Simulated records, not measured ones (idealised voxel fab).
Herein follows the process module entitled voxel transistor to metal.
Cross-section cut spans 170 nm and uses square cells 5 nm in size.
Just so we're on the same page, the cross-sections are grids of square cells, and they're listed out in bands top to bottom, each band one or more rows deep. Top height, bottom height, nm. Materials left to right, width each, nm. Single material + "edge to edge" = fills band edge to edge. "air" = empty. All heights in this document are referenced to 0, defined as the level beneath which the wafer, as received, consists entirely of one material. The lowest band is not bounded below; it extends indefinitely downward and is written in the form "0 down". Top row gets the first number, bottom row gets the second, and each row in between changes by the same step: that is how a band width like "30->40" works. No cell of the cross-section changed in a step that is given as "no change". Entry "Non-vented voids" = empty spaces >= 8 cells with no open way to the top; each as width x height at distance, distance from left edge, all nm. Step line, after settings: the simulator's comment on this step. What "overlay nm" on a step's line means: if the step has a mask, that mask lay this far to the right of its planned place, or, when the value is negative, to the left.

plan
1) RECEIVE,material Si
2) CONFORMAL_DEP,material SiO2,thk nm 5
3) CONFORMAL_DEP,material SiN,thk nm 15
4) PATTERN,tone cover,mask id ACTIVE,material resist,width nm 85,thk nm 20,overlay nm 0
5) DIRECTIONAL_ETCH,etch materials SiN,depth nm 15
6) DIRECTIONAL_ETCH,etch materials SiO2,depth nm 5
7) DIRECTIONAL_ETCH,etch materials Si,depth nm 25
8) STRIP,etch materials resist
9) OXIDIZE,depth nm 5
10) FILL_DEP,material SiO2,thk nm 5
11) CMP,height nm 20
12) SELECTIVE_ETCH,etch materials SiO2,depth nm 5
13) STRIP,etch materials SiN
14) SELECTIVE_ETCH,etch materials SiO2,depth nm 5
15) OXIDIZE,depth nm 5
16) DIRECTIONAL_DEP,material polySi,thk nm 25
17) DIRECTIONAL_DEP,material SiCN,thk nm 15
18) PATTERN,tone cover,mask id GATE,material resist,width nm 15,thk nm 20,overlay nm 0
19) DIRECTIONAL_ETCH,etch materials SiCN,depth nm 25
20) DIRECTIONAL_ETCH,etch materials polySi,depth nm 35
21) STRIP,etch materials resist
22) CONFORMAL_DEP,material SiN,thk nm 10
23) DIRECTIONAL_ETCH,etch materials SiN,depth nm 10
24) DIRECTIONAL_ETCH,etch materials SiO2,depth nm 5
25) DIRECTIONAL_ETCH,etch materials Si,depth nm 15
26) EPI,material nSi,thk nm 15
27) FILL_DEP,material SiO2,thk nm 5
28) CMP,height nm 40
29) DIRECTIONAL_DEP,material SiO2,thk nm 15
30) MASKED_ETCH,tone open,mask id CONTACT,width nm 15,pitch nm 60,etch materials SiO2,depth nm 60,overlay nm 0
31) CONFORMAL_DEP,material TiN,thk nm 5
32) FILL_DEP,material Ru,thk nm 5
33) CMP,height nm 55
34) DIRECTIONAL_DEP,material TiN,thk nm 5
35) DIRECTIONAL_DEP,material Ru,thk nm 15
36) MASKED_ETCH,tone cover,mask id METAL_1,width nm 15,pitch nm 60,etch materials Ru,depth nm 15,overlay nm 0
37) MASKED_ETCH,tone cover,mask id METAL_1,width nm 15,pitch nm 60,etch materials TiN,depth nm 5,overlay nm 0
38) FILL_DEP,material lowk,thk nm 10
39) CMP,height nm 75
40) CONFORMAL_DEP,material SiCN,thk nm 5
41) DIRECTIONAL_DEP,material SiO2,thk nm 25
42) PATTERN,tone open,mask id METAL_2,material resist,width nm 15,pitch nm 60,thk nm 15,overlay nm 0
43) DIRECTIONAL_ETCH,etch materials SiO2,depth nm 15
44) STRIP,etch materials resist
45) DIRECTIONAL_DEP,material aC,thk nm 15
46) PATTERN,tone open,mask id METAL_2_HOLES,material resist,width nm 15,pitch nm 60,thk nm 35,overlay nm 0
47) DIRECTIONAL_ETCH,etch materials aC,depth nm 15
48) STRIP,etch materials resist
49) DIRECTIONAL_ETCH,etch materials SiO2,depth nm 10
50) DIRECTIONAL_ETCH,etch materials SiCN,depth nm 5
51) STRIP,etch materials aC
52) CONFORMAL_DEP,material TiN,thk nm 5
53) FILL_DEP,material Ru,thk nm 5
54) CMP,height nm 105
55) CONFORMAL_DEP,material SiCN,thk nm 5

The first of a set of two wafers, run to plan

The cross-section here shows the wafer as received, i.e. in its state after step 1
- 0 down  Si edge to edge
- Non-vented voids: none

Wafer after step 2 (cross-section)
- 5 to 0  SiO2 edge to edge
- Everything under 0 stays put, no change at all.

Wafer after step 3 (cross-section)
- 20 to 5  SiN edge to edge
- Everything under 5 stays put, no change at all.

Wafer after step 4 (cross-section)
- 40 to 20  air 40 nm, then resist 85 nm, then air 45 nm
- Everything under 20 stays put, no change at all.

Wafer after step 5 (cross-section)
- 40 to 20  air 40 nm, then resist 85 nm, then air 45 nm
- 20 to 5  air 40 nm, then SiN 85 nm, then air 45 nm
- Everything under 5 stays put, no change at all.

Wafer after step 6 (cross-section)
- 40 to 20  air 40 nm, then resist 85 nm, then air 45 nm
- 20 to 5  air 40 nm, then SiN 85 nm, then air 45 nm
- 5 to 0  air 40 nm, then SiO2 85 nm, then air 45 nm
- Everything under 0 stays put, no change at all.

Wafer after step 7 (cross-section)
- 40 to 20  air 40 nm, then resist 85 nm, then air 45 nm
- 20 to 5  air 40 nm, then SiN 85 nm, then air 45 nm
- 5 to 0  air 40 nm, then SiO2 85 nm, then air 45 nm
- 0 to -25  air 40 nm, then Si 85 nm, then air 45 nm
- Everything under -25 stays put, no change at all.

Wafer after step 8 (cross-section)
- 20 to 5  air 40 nm, then SiN 85 nm, then air 45 nm
- Everything under 5 stays put, no change at all.

Wafer after step 9 (cross-section)
- 20 to 5  air 40 nm, then SiN 85 nm, then air 45 nm
- 5 to 0  air 40 nm, then SiO2 85 nm, then air 45 nm
- 0 to -25  air 40 nm, then SiO2 5 nm, then Si 75 nm, then SiO2 5 nm, then air 45 nm
- -25 to -30  SiO2 45 nm, then Si 75 nm, then SiO2 50 nm
- Everything under -30 stays put, no change at all.

Wafer after step 10 (cross-section)
- 25 to 20  SiO2 edge to edge
- 20 to 5  SiO2 40 nm, then SiN 85 nm, then SiO2 45 nm
- 5 to 0  SiO2 edge to edge
- 0 to -30  SiO2 45 nm, then Si 75 nm, then SiO2 50 nm
- Everything under -30 stays put, no change at all.

Wafer after step 11 (cross-section)
- 20 to 5  SiO2 40 nm, then SiN 85 nm, then SiO2 45 nm
- Everything under 5 stays put, no change at all.

Wafer after step 12 (cross-section)
- 20 to 15  air 40 nm, then SiN 85 nm, then air 45 nm
- Everything under 15 stays put, no change at all.

Wafer after step 13 (cross-section)
- 15 to 5  SiO2 40 nm, then air 85 nm, then SiO2 45 nm
- Everything under 5 stays put, no change at all.

Wafer after step 14 (cross-section)
- 10 to 0  SiO2 35 nm, then air 95 nm, then SiO2 40 nm
- Everything under 0 stays put, no change at all.

Wafer after step 15 (cross-section)
- 10 to 0  SiO2 35 nm, then air 95 nm, then SiO2 40 nm
- 0 to -5  SiO2 edge to edge
- Everything under -5 stays put, no change at all.

Wafer after step 16 (cross-section)
- 35 to 25  polySi 35 nm, then air 95 nm, then polySi 40 nm
- 25 to 10  polySi edge to edge
- 10 to 0  SiO2 35 nm, then polySi 95 nm, then SiO2 40 nm
- Everything under 0 stays put, no change at all.

Wafer after step 17 (cross-section)
- 50 to 40  SiCN 35 nm, then air 95 nm, then SiCN 40 nm
- 40 to 35  SiCN edge to edge
- 35 to 25  polySi 35 nm, then SiCN 95 nm, then polySi 40 nm
- Everything under 25 stays put, no change at all.

Wafer after step 18 (cross-section)
- 70 to 50  air 75 nm, then resist 15 nm, then air 80 nm
- 50 to 40  SiCN 35 nm, then air 40 nm, then resist 15 nm, then air 40 nm, then SiCN 40 nm
- Everything under 40 stays put, no change at all.

Wafer after step 19 (cross-section)
- 70 to 40  air 75 nm, then resist 15 nm, then air 80 nm
- 40 to 35  air 75 nm, then SiCN 15 nm, then air 80 nm
- 35 to 25  polySi 35 nm, then air 40 nm, then SiCN 15 nm, then air 40 nm, then polySi 40 nm
- Everything under 25 stays put, no change at all.

Wafer after step 20 (cross-section)
- 70 to 40  air 75 nm, then resist 15 nm, then air 80 nm
- 40 to 25  air 75 nm, then SiCN 15 nm, then air 80 nm
- 25 to 10  air 75 nm, then polySi 15 nm, then air 80 nm
- 10 to 0  SiO2 35 nm, then air 40 nm, then polySi 15 nm, then air 40 nm, then SiO2 40 nm
- Everything under 0 stays put, no change at all.

Wafer after step 21 (cross-section)
- 40 to 25  air 75 nm, then SiCN 15 nm, then air 80 nm
- Everything under 25 stays put, no change at all.

Wafer after step 22 (cross-section)
- 50 to 40  air 65 nm, then SiN 35 nm, then air 70 nm
- 40 to 25  air 65 nm, then SiN 10 nm, then SiCN 15 nm, then SiN 10 nm, then air 70 nm
- 25 to 20  air 65 nm, then SiN 10 nm, then polySi 15 nm, then SiN 10 nm, then air 70 nm
- 20 to 10  SiN 45 nm, then air 20 nm, then SiN 10 nm, then polySi 15 nm, then SiN 10 nm, then air 20 nm, then SiN 50 nm
- 10 to 0  SiO2 35 nm, then SiN 40 nm, then polySi 15 nm, then SiN 40 nm, then SiO2 40 nm
- Everything under 0 stays put, no change at all.

Wafer after step 23 (cross-section)
- 40 to 25  air 65 nm, then SiN 10 nm, then SiCN 15 nm, then SiN 10 nm, then air 70 nm
- 25 to 10  air 65 nm, then SiN 10 nm, then polySi 15 nm, then SiN 10 nm, then air 70 nm
- 10 to 0  SiO2 35 nm, then SiN 10 nm, then air 20 nm, then SiN 10 nm, then polySi 15 nm, then SiN 10 nm, then air 20 nm, then SiN 10 nm, then SiO2 40 nm
- Everything under 0 stays put, no change at all.

Wafer after step 24 (cross-section)
- 40 to 25  air 65 nm, then SiN 10 nm, then SiCN 15 nm, then SiN 10 nm, then air 70 nm
- 25 to 10  air 65 nm, then SiN 10 nm, then polySi 15 nm, then SiN 10 nm, then air 70 nm
- 10 to 5  air 35 nm, then SiN 10 nm, then air 20 nm, then SiN 10 nm, then polySi 15 nm, then SiN 10 nm, then air 20 nm, then SiN 10 nm, then air 40 nm
- 5 to 0  SiO2 35 nm, then SiN 10 nm, then air 20 nm, then SiN 10 nm, then polySi 15 nm, then SiN 10 nm, then air 20 nm, then SiN 10 nm, then SiO2 40 nm
- 0 to -5  SiO2 45 nm, then air 20 nm, then SiO2 35 nm, then air 20 nm, then SiO2 50 nm
- Everything under -5 stays put, no change at all.

Wafer after step 25 (cross-section)
- 40 to 25  air 65 nm, then SiN 10 nm, then SiCN 15 nm, then SiN 10 nm, then air 70 nm
- 25 to 10  air 65 nm, then SiN 10 nm, then polySi 15 nm, then SiN 10 nm, then air 70 nm
- 10 to 5  air 35 nm, then SiN 10 nm, then air 20 nm, then SiN 10 nm, then polySi 15 nm, then SiN 10 nm, then air 20 nm, then SiN 10 nm, then air 40 nm
- 5 to 0  SiO2 35 nm, then SiN 10 nm, then air 20 nm, then SiN 10 nm, then polySi 15 nm, then SiN 10 nm, then air 20 nm, then SiN 10 nm, then SiO2 40 nm
- 0 to -5  SiO2 45 nm, then air 20 nm, then SiO2 35 nm, then air 20 nm, then SiO2 50 nm
- -5 to -20  SiO2 45 nm, then air 20 nm, then Si 35 nm, then air 20 nm, then SiO2 50 nm
- Everything under -20 stays put, no change at all.

Wafer after step 26 (cross-section)
- 40 to 25  air 65 nm, then SiN 10 nm, then SiCN 15 nm, then SiN 10 nm, then air 70 nm
- 25 to 10  air 65 nm, then SiN 10 nm, then polySi 15 nm, then SiN 10 nm, then air 70 nm
- 10 to 5  air 35 nm, then SiN 10 nm, then air 5 nm, then nSi 15 nm, then SiN 10 nm, then polySi 15 nm, then SiN 10 nm, then nSi 15 nm, then air 5 nm, then SiN 10 nm, then air 40 nm
- 5 to 0  SiO2 35 nm, then SiN 10 nm, then air 5 nm, then nSi 15 nm, then SiN 10 nm, then polySi 15 nm, then SiN 10 nm, then nSi 15 nm, then air 5 nm, then SiN 10 nm, then SiO2 40 nm
- 0 to -5  SiO2 45 nm, then air 5 nm, then nSi 15 nm, then SiO2 35 nm, then nSi 15 nm, then air 5 nm, then SiO2 50 nm
- -5 to -20  SiO2 45 nm, then nSi 20 nm, then Si 35 nm, then nSi 20 nm, then SiO2 50 nm
- Everything under -20 stays put, no change at all.

Wafer after step 27 (cross-section)
- 45 to 40  SiO2 edge to edge
- 40 to 25  SiO2 65 nm, then SiN 10 nm, then SiCN 15 nm, then SiN 10 nm, then SiO2 70 nm
- 25 to 10  SiO2 65 nm, then SiN 10 nm, then polySi 15 nm, then SiN 10 nm, then SiO2 70 nm
- 10 to 0  SiO2 35 nm, then SiN 10 nm, then SiO2 5 nm, then nSi 15 nm, then SiN 10 nm, then polySi 15 nm, then SiN 10 nm, then nSi 15 nm, then SiO2 5 nm, then SiN 10 nm, then SiO2 40 nm
- 0 to -5  SiO2 50 nm, then nSi 15 nm, then SiO2 35 nm, then nSi 15 nm, then SiO2 55 nm
- Everything under -5 stays put, no change at all.

Wafer after step 28 (cross-section)
- 40 to 25  SiO2 65 nm, then SiN 10 nm, then SiCN 15 nm, then SiN 10 nm, then SiO2 70 nm
- Everything under 25 stays put, no change at all.

Wafer after step 29 (cross-section)
- 55 to 40  SiO2 edge to edge
- Everything under 40 stays put, no change at all.

Wafer after step 30 (cross-section)
- 55 to 40  SiO2 45 nm, then air 15 nm, then SiO2 45 nm, then air 15 nm, then SiO2 50 nm
- 40 to 25  SiO2 45 nm, then air 15 nm, then SiO2 5 nm, then SiN 10 nm, then SiCN 15 nm, then SiN 10 nm, then SiO2 5 nm, then air 15 nm, then SiO2 50 nm
- 25 to 10  SiO2 45 nm, then air 15 nm, then SiO2 5 nm, then SiN 10 nm, then polySi 15 nm, then SiN 10 nm, then SiO2 5 nm, then air 15 nm, then SiO2 50 nm
- 10 to 0  SiO2 35 nm, then SiN 10 nm, then air 5 nm, then nSi 15 nm, then SiN 10 nm, then polySi 15 nm, then SiN 10 nm, then nSi 15 nm, then air 5 nm, then SiN 10 nm, then SiO2 40 nm
- 0 to -5  SiO2 45 nm, then air 5 nm, then nSi 15 nm, then SiO2 35 nm, then nSi 15 nm, then air 5 nm, then SiO2 50 nm
- Everything under -5 stays put, no change at all.

Wafer after step 31 (cross-section)
- 60 to 55  TiN 50 nm, then air 5 nm, then TiN 55 nm, then air 5 nm, then TiN 55 nm
- 55 to 40  SiO2 45 nm, then TiN 5 nm, then air 5 nm, then TiN 5 nm, then SiO2 45 nm, then TiN 5 nm, then air 5 nm, then TiN 5 nm, then SiO2 50 nm
- 40 to 25  SiO2 45 nm, then TiN 5 nm, then air 5 nm, then TiN 5 nm, then SiO2 5 nm, then SiN 10 nm, then SiCN 15 nm, then SiN 10 nm, then SiO2 5 nm, then TiN 5 nm, then air 5 nm, then TiN 5 nm, then SiO2 50 nm
- 25 to 15  SiO2 45 nm, then TiN 5 nm, then air 5 nm, then TiN 5 nm, then SiO2 5 nm, then SiN 10 nm, then polySi 15 nm, then SiN 10 nm, then SiO2 5 nm, then TiN 5 nm, then air 5 nm, then TiN 5 nm, then SiO2 50 nm
- 15 to 10  SiO2 45 nm, then TiN 15 nm, then SiO2 5 nm, then SiN 10 nm, then polySi 15 nm, then SiN 10 nm, then SiO2 5 nm, then TiN 15 nm, then SiO2 50 nm
- 10 to 0  SiO2 35 nm, then SiN 10 nm, then TiN 5 nm, then nSi 15 nm, then SiN 10 nm, then polySi 15 nm, then SiN 10 nm, then nSi 15 nm, then TiN 5 nm, then SiN 10 nm, then SiO2 40 nm
- 0 to -5  SiO2 45 nm, then TiN 5 nm, then nSi 15 nm, then SiO2 35 nm, then nSi 15 nm, then TiN 5 nm, then SiO2 50 nm
- Everything under -5 stays put, no change at all.

Wafer after step 32 (cross-section)
- 65 to 60  Ru edge to edge
- 60 to 55  TiN 50 nm, then Ru 5 nm, then TiN 55 nm, then Ru 5 nm, then TiN 55 nm
- 55 to 40  SiO2 45 nm, then TiN 5 nm, then Ru 5 nm, then TiN 5 nm, then SiO2 45 nm, then TiN 5 nm, then Ru 5 nm, then TiN 5 nm, then SiO2 50 nm
- 40 to 25  SiO2 45 nm, then TiN 5 nm, then Ru 5 nm, then TiN 5 nm, then SiO2 5 nm, then SiN 10 nm, then SiCN 15 nm, then SiN 10 nm, then SiO2 5 nm, then TiN 5 nm, then Ru 5 nm, then TiN 5 nm, then SiO2 50 nm
- 25 to 15  SiO2 45 nm, then TiN 5 nm, then Ru 5 nm, then TiN 5 nm, then SiO2 5 nm, then SiN 10 nm, then polySi 15 nm, then SiN 10 nm, then SiO2 5 nm, then TiN 5 nm, then Ru 5 nm, then TiN 5 nm, then SiO2 50 nm
- Everything under 15 stays put, no change at all.

Wafer after step 33 (cross-section)
- 55 to 40  SiO2 45 nm, then TiN 5 nm, then Ru 5 nm, then TiN 5 nm, then SiO2 45 nm, then TiN 5 nm, then Ru 5 nm, then TiN 5 nm, then SiO2 50 nm
- Everything under 40 stays put, no change at all.

Wafer after step 34 (cross-section)
- 60 to 55  TiN edge to edge
- Everything under 55 stays put, no change at all.

Wafer after step 35 (cross-section)
- 75 to 60  Ru edge to edge
- Everything under 60 stays put, no change at all.

Wafer after step 36 (cross-section)
- 75 to 60  air 45 nm, then Ru 15 nm, then air 45 nm, then Ru 15 nm, then air 50 nm
- Everything under 60 stays put, no change at all.

Wafer after step 37 (cross-section)
- 75 to 60  air 45 nm, then Ru 15 nm, then air 45 nm, then Ru 15 nm, then air 50 nm
- 60 to 55  air 45 nm, then TiN 15 nm, then air 45 nm, then TiN 15 nm, then air 50 nm
- Everything under 55 stays put, no change at all.

Wafer after step 38 (cross-section)
- 85 to 75  lowk edge to edge
- 75 to 60  lowk 45 nm, then Ru 15 nm, then lowk 45 nm, then Ru 15 nm, then lowk 50 nm
- 60 to 55  lowk 45 nm, then TiN 15 nm, then lowk 45 nm, then TiN 15 nm, then lowk 50 nm
- Everything under 55 stays put, no change at all.

Wafer after step 39 (cross-section)
- 75 to 60  lowk 45 nm, then Ru 15 nm, then lowk 45 nm, then Ru 15 nm, then lowk 50 nm
- Everything under 60 stays put, no change at all.

Wafer after step 40 (cross-section)
- 80 to 75  SiCN edge to edge
- Everything under 75 stays put, no change at all.

Wafer after step 41 (cross-section)
- 105 to 80  SiO2 edge to edge
- Everything under 80 stays put, no change at all.

Wafer after step 42 (cross-section)
- 120 to 105  resist 45 nm, then air 15 nm, then resist 45 nm, then air 15 nm, then resist 50 nm
- Everything under 105 stays put, no change at all.

Wafer after step 43 (cross-section)
- 120 to 105  resist 45 nm, then air 15 nm, then resist 45 nm, then air 15 nm, then resist 50 nm
- 105 to 90  SiO2 45 nm, then air 15 nm, then SiO2 45 nm, then air 15 nm, then SiO2 50 nm
- Everything under 90 stays put, no change at all.

Wafer after step 44 (cross-section)
- 105 to 90  SiO2 45 nm, then air 15 nm, then SiO2 45 nm, then air 15 nm, then SiO2 50 nm
- Everything under 90 stays put, no change at all.

Wafer after step 45 (cross-section)
- 120 to 105  aC 45 nm, then air 15 nm, then aC 45 nm, then air 15 nm, then aC 50 nm
- 105 to 90  SiO2 45 nm, then aC 15 nm, then SiO2 45 nm, then aC 15 nm, then SiO2 50 nm
- Everything under 90 stays put, no change at all.

Wafer after step 46 (cross-section)
- 155 to 120  resist 45 nm, then air 15 nm, then resist 45 nm, then air 15 nm, then resist 50 nm
- Everything under 120 stays put, no change at all.

Wafer after step 47 (cross-section)
- 140 to 120  resist 45 nm, then air 15 nm, then resist 45 nm, then air 15 nm, then resist 50 nm
- 120 to 105  aC 45 nm, then air 15 nm, then aC 45 nm, then air 15 nm, then aC 50 nm
- 105 to 90  SiO2 45 nm, then air 15 nm, then SiO2 45 nm, then air 15 nm, then SiO2 50 nm
- Everything under 90 stays put, no change at all.

Wafer after step 48 (cross-section)
- 120 to 105  aC 45 nm, then air 15 nm, then aC 45 nm, then air 15 nm, then aC 50 nm
- Everything under 105 stays put, no change at all.

Wafer after step 49 (cross-section)
- 120 to 105  aC 45 nm, then air 15 nm, then aC 45 nm, then air 15 nm, then aC 50 nm
- 105 to 80  SiO2 45 nm, then air 15 nm, then SiO2 45 nm, then air 15 nm, then SiO2 50 nm
- Everything under 80 stays put, no change at all.

Wafer after step 50 (cross-section)
- 120 to 105  aC 45 nm, then air 15 nm, then aC 45 nm, then air 15 nm, then aC 50 nm
- 105 to 80  SiO2 45 nm, then air 15 nm, then SiO2 45 nm, then air 15 nm, then SiO2 50 nm
- 80 to 75  SiCN 45 nm, then air 15 nm, then SiCN 45 nm, then air 15 nm, then SiCN 50 nm
- Everything under 75 stays put, no change at all.

Wafer after step 51 (cross-section)
- 105 to 80  SiO2 45 nm, then air 15 nm, then SiO2 45 nm, then air 15 nm, then SiO2 50 nm
- Everything under 80 stays put, no change at all.

Wafer after step 52 (cross-section)
- 110 to 105  TiN 50 nm, then air 5 nm, then TiN 55 nm, then air 5 nm, then TiN 55 nm
- 105 to 80  SiO2 45 nm, then TiN 5 nm, then air 5 nm, then TiN 5 nm, then SiO2 45 nm, then TiN 5 nm, then air 5 nm, then TiN 5 nm, then SiO2 50 nm
- 80 to 75  SiCN 45 nm, then TiN 15 nm, then SiCN 45 nm, then TiN 15 nm, then SiCN 50 nm
- Everything under 75 stays put, no change at all.

Wafer after step 53 (cross-section)
- 115 to 110  Ru edge to edge
- 110 to 105  TiN 50 nm, then Ru 5 nm, then TiN 55 nm, then Ru 5 nm, then TiN 55 nm
- 105 to 80  SiO2 45 nm, then TiN 5 nm, then Ru 5 nm, then TiN 5 nm, then SiO2 45 nm, then TiN 5 nm, then Ru 5 nm, then TiN 5 nm, then SiO2 50 nm
- Everything under 80 stays put, no change at all.

Wafer after step 54 (cross-section)
- 105 to 80  SiO2 45 nm, then TiN 5 nm, then Ru 5 nm, then TiN 5 nm, then SiO2 45 nm, then TiN 5 nm, then Ru 5 nm, then TiN 5 nm, then SiO2 50 nm
- Everything under 80 stays put, no change at all.

Wafer after step 55 (cross-section)
- 110 to 105  SiCN edge to edge
- Everything under 105 stays put, no change at all.

Here the second wafer is described. Its start and its plan were those of the first wafer. Its run contained one mistake. Up to and including step 41, it did exactly what the first wafer did

Cross-section of the second wafer corresponding to the planned conclusion of step 42
- 120 to 105  resist 40 nm, then air 15 nm, then resist 45 nm, then air 15 nm, then resist 55 nm
- Everything under 105 stays put, no change at all.

Cross-section of the second wafer corresponding to the planned conclusion of step 43
- 120 to 105  resist 40 nm, then air 15 nm, then resist 45 nm, then air 15 nm, then resist 55 nm
- 105 to 90  SiO2 40 nm, then air 15 nm, then SiO2 45 nm, then air 15 nm, then SiO2 55 nm
- Everything under 90 stays put, no change at all.

Cross-section of the second wafer corresponding to the planned conclusion of step 44
- 105 to 90  SiO2 40 nm, then air 15 nm, then SiO2 45 nm, then air 15 nm, then SiO2 55 nm
- Everything under 90 stays put, no change at all.

Cross-section of the second wafer corresponding to the planned conclusion of step 45
- 120 to 105  aC 40 nm, then air 15 nm, then aC 45 nm, then air 15 nm, then aC 55 nm
- 105 to 90  SiO2 40 nm, then aC 15 nm, then SiO2 45 nm, then aC 15 nm, then SiO2 55 nm
- Everything under 90 stays put, no change at all.

Cross-section of the second wafer corresponding to the planned conclusion of step 46
- 155 to 120  resist 45 nm, then air 15 nm, then resist 45 nm, then air 15 nm, then resist 50 nm
- 120 to 105  aC 40 nm, then resist 5 nm, then air 10 nm, then aC 45 nm, then resist 5 nm, then air 10 nm, then aC 55 nm
- Everything under 105 stays put, no change at all.

Cross-section of the second wafer corresponding to the planned conclusion of step 47
- 140 to 120  resist 45 nm, then air 15 nm, then resist 45 nm, then air 15 nm, then resist 50 nm
- 120 to 105  aC 40 nm, then resist 5 nm, then air 15 nm, then aC 40 nm, then resist 5 nm, then air 15 nm, then aC 50 nm
- 105 to 90  SiO2 40 nm, then aC 5 nm, then air 10 nm, then SiO2 45 nm, then aC 5 nm, then air 10 nm, then SiO2 55 nm
- Everything under 90 stays put, no change at all.

Cross-section of the second wafer corresponding to the planned conclusion of step 48
- 120 to 105  aC 40 nm, then air 20 nm, then aC 40 nm, then air 20 nm, then aC 50 nm
- Everything under 105 stays put, no change at all.

Cross-section of the second wafer corresponding to the planned conclusion of step 49
- 120 to 105  aC 40 nm, then air 20 nm, then aC 40 nm, then air 20 nm, then aC 50 nm
- 105 to 95  SiO2 40 nm, then aC 5 nm, then air 15 nm, then SiO2 40 nm, then aC 5 nm, then air 15 nm, then SiO2 50 nm
- 95 to 90  SiO2 40 nm, then aC 5 nm, then air 10 nm, then SiO2 45 nm, then aC 5 nm, then air 10 nm, then SiO2 55 nm
- 90 to 80  SiO2 45 nm, then air 10 nm, then SiO2 50 nm, then air 10 nm, then SiO2 55 nm
- Everything under 80 stays put, no change at all.

Cross-section of the second wafer corresponding to the planned conclusion of step 50
- 120 to 105  aC 40 nm, then air 20 nm, then aC 40 nm, then air 20 nm, then aC 50 nm
- 105 to 95  SiO2 40 nm, then aC 5 nm, then air 15 nm, then SiO2 40 nm, then aC 5 nm, then air 15 nm, then SiO2 50 nm
- 95 to 90  SiO2 40 nm, then aC 5 nm, then air 10 nm, then SiO2 45 nm, then aC 5 nm, then air 10 nm, then SiO2 55 nm
- 90 to 80  SiO2 45 nm, then air 10 nm, then SiO2 50 nm, then air 10 nm, then SiO2 55 nm
- 80 to 75  SiCN 45 nm, then air 10 nm, then SiCN 50 nm, then air 10 nm, then SiCN 55 nm
- Everything under 75 stays put, no change at all.

Cross-section of the second wafer corresponding to the planned conclusion of step 51
- 105 to 95  SiO2 40 nm, then air 20 nm, then SiO2 40 nm, then air 20 nm, then SiO2 50 nm
- 95 to 90  SiO2 40 nm, then air 15 nm, then SiO2 45 nm, then air 15 nm, then SiO2 55 nm
- Everything under 90 stays put, no change at all.

Cross-section of the second wafer corresponding to the planned conclusion of step 52
- 110 to 105  TiN 45 nm, then air 10 nm, then TiN 50 nm, then air 10 nm, then TiN 55 nm
- 105 to 95  SiO2 40 nm, then TiN 5 nm, then air 10->5 nm, then TiN 5->10 nm, then SiO2 40 nm, then TiN 5 nm, then air 10->5 nm, then TiN 5->10 nm, then SiO2 50 nm
- 95 to 90  SiO2 40 nm, then TiN 15 nm, then SiO2 45 nm, then TiN 15 nm, then SiO2 55 nm
- 90 to 80  SiO2 45 nm, then TiN 10 nm, then SiO2 50 nm, then TiN 10 nm, then SiO2 55 nm
- 80 to 75  SiCN 45 nm, then TiN 10 nm, then SiCN 50 nm, then TiN 10 nm, then SiCN 55 nm
- Everything under 75 stays put, no change at all.

Cross-section of the second wafer corresponding to the planned conclusion of step 53
- 115 to 110  Ru edge to edge
- 110 to 105  TiN 45 nm, then Ru 10 nm, then TiN 50 nm, then Ru 10 nm, then TiN 55 nm
- 105 to 95  SiO2 40 nm, then TiN 5 nm, then Ru 10->5 nm, then TiN 5->10 nm, then SiO2 40 nm, then TiN 5 nm, then Ru 10->5 nm, then TiN 5->10 nm, then SiO2 50 nm
- Everything under 95 stays put, no change at all.

Cross-section of the second wafer corresponding to the planned conclusion of step 54
- 105 to 95  SiO2 40 nm, then TiN 5 nm, then Ru 10->5 nm, then TiN 5->10 nm, then SiO2 40 nm, then TiN 5 nm, then Ru 10->5 nm, then TiN 5->10 nm, then SiO2 50 nm
- Everything under 95 stays put, no change at all.

Cross-section of the second wafer corresponding to the planned conclusion of step 55
- 110 to 105  SiCN edge to edge
- Everything under 105 stays put, no change at all.
What went wrong in running the wafer? rather than as planned, step 42 actually ran as PATTERN,tone open,mask id METAL_2,material resist,width nm 15,pitch nm 60,thk nm 15,overlay nm -5
Count the cells at the end and the second wafer has more or fewer of some materials than the first: -4 Ru, +2 SiCN, +2 TiN
